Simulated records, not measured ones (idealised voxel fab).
voxel trench capacitor: a process module
It is cross-section cut that appears here, measuring 235 nm in width, its square cells being 5 nm in size.
Cross-section layout: square cells on a grid; listed as bands, top to bottom; a band spans one or more cell rows. Heads up on the band format: heights come first, top then bottom, in nm. After that it's the materials left to right, each with its width in nm. A single material flagged "all across" fills the whole band edge to edge, and "air" means there's empty space there. Height is counted from the level 0, under which the received wafer is composed throughout of one material. The lowest of the bands is not closed at the bottom but continues downward, in the notation "0..down". With a width like "30 to 40", each row of cells in the band differs from the next by the same amount, the top row carrying the first number and the bottom row the second. Step marked "all unchanged"? Then no cell in the cross-section changed in it. The entry titled "Closed void roster" provides the empty spaces that have no open way to the top, restricted to those of 8 cells or more. Each is presented as width x height at distance, the distance being measured from the left edge, with all three in nm. after a step's settings: what the simulator itself notes on the step. The line of a step may include "overlay nm". On a step with a mask, this value is how far to the right of its planned place the mask lay. A negative value means the mask lay to the left.
INTENDED PROCESS STEPS
1. RECEIVE [material Si]
2. CONFORMAL_DEP [material SiN] [thk nm 5]
3. MASKED_ETCH [tone open] [mask id TRENCH] [width nm 25] [pitch nm 55] [etch materials SiN] [depth nm 5] [overlay nm 0]
4. MASKED_ETCH [tone open] [mask id TRENCH] [width nm 25] [pitch nm 55] [etch materials Si] [depth nm 40] [overlay nm 0]
5. CONFORMAL_DEP [material Al2O3] [thk nm 5]
6. FILL_DEP [material polySi] [thk nm 10]
7. CMP [height nm 5]
STEP 1 COMPLETE: CROSS-SECTION OF THE WAFER AS RECEIVED
* 0..down | Si all across
* Closed void roster: none
WAFER CROSS-SECTION AT MODULE END: FIRST OF TWO, RUN TO PLAN
* 5..0 | SiN=50, Al2O3=5, polySi=15, Al2O3=5, SiN=30, Al2O3=5, polySi=15, Al2O3=5, SiN=30, Al2O3=5, polySi=15, Al2O3=5, SiN=50
* 0..-35 | Si=50, Al2O3=5, polySi=15, Al2O3=5, Si=30, Al2O3=5, polySi=15, Al2O3=5, Si=30, Al2O3=5, polySi=15, Al2O3=5, Si=50
* -35..-40 | Si=50, Al2O3=25, Si=30, Al2O3=25, Si=30, Al2O3=25, Si=50
* -40..down | Si all across
* Closed void roster: none
END OF MODULE, SECOND WAFER, CROSS-SECTION. STARTED LIKE THE FIRST, PLANNED LIKE THE FIRST, RUN WITH ONE MISTAKE
* 5..0 | SiN=60, Al2O3=5, polySi=5, Al2O3=15, SiN=30, Al2O3=5, polySi=5, Al2O3=15, SiN=30, Al2O3=5, polySi=5, Al2O3=15, SiN=40
* 0..-35 | Si=60, Al2O3=5, polySi=5, Al2O3=5, Si=40, Al2O3=5, polySi=5, Al2O3=5, Si=40, Al2O3=5, polySi=5, Al2O3=5, Si=50
* -35..-40 | Si=60, Al2O3=15, Si=40, Al2O3=15, Si=40, Al2O3=15, Si=50
* -40..down | Si all across
* Closed void roster: none
Want to know what went wrong? step 3 changed vs plan, executed as MASKED_ETCH [tone open] [mask id TRENCH] [width nm 25] [pitch nm 55] [etch materials SiN] [depth nm 5] [overlay nm 10]
Once processing is complete, comparing cell counts shows that the second wafer has more or fewer of certain materials than the first: Si +48 | polySi -48
